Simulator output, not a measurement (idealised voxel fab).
The document below concerns the process module designated voxel lift off.
Shown is cross-section cut, with a width of 170 nm and square cells of size 5 nm.
Cross-section spec: square-cell grid; bands listed top down; each band is one or more rows. Top height, bottom height, nm. Materials left to right, width each, nm. Single material + "throughout" = fills band edge to edge. "empty" = empty. Height 0 is the level under which the wafer as received is all one material. The lowest band goes on downwards, as in "top 0, no bottom". A width such as "30->40" changes by the same amount from each row of cells to the next, from the band's top row to its bottom row. Given "left unchanged" for a step, no cell of the cross-section differs between before and after that step. So "Closed void inventory" is basically the list of trapped voids: any empty space of 8 cells or more that can't reach the top through an opening. They're written width x height at distance, the distance being from the left edge, and it's all nm. Note: text after step settings on the step line = simulator remark on that step. overlay nm: for a step with a mask, the amount by which the mask lay right of where it was planned; a negative amount means left of it.

This section lists the process steps that were planned
1,RECEIVE: material Si
2,CONFORMAL_DEP: material SiO2, thk nm 5
3,PATTERN: tone open, mask id LINES, material resist, width nm 30, pitch nm 60, thk nm 25, overlay nm 0
4,DIRECTIONAL_DEP: material Ru, thk nm 15
5,STRIP: etch materials resist
6,CONFORMAL_DEP: material SiCN, thk nm 5

Wafer at receipt (post step 1), cross-section
* top 0, no bottom = Si throughout
* Closed void inventory: none

This is how the wafer looks in cross-section once the module is done, given the starting state and plan above and one mistake in carrying the plan out
* top 25, bottom 10 = empty 35 nm  Ru 40 nm  empty 20 nm  Ru 40 nm  empty 35 nm
* top 10, bottom 5 = Ru throughout
* top 5, bottom 0 = SiO2 throughout
* top 0, no bottom = Si throughout
* Closed void inventory: none
Heads up, the wafer didn't run the way we planned it: note that step 6 departed from the planned setting and was carried out as CONFORMAL_DEP: material Ru, thk nm 5
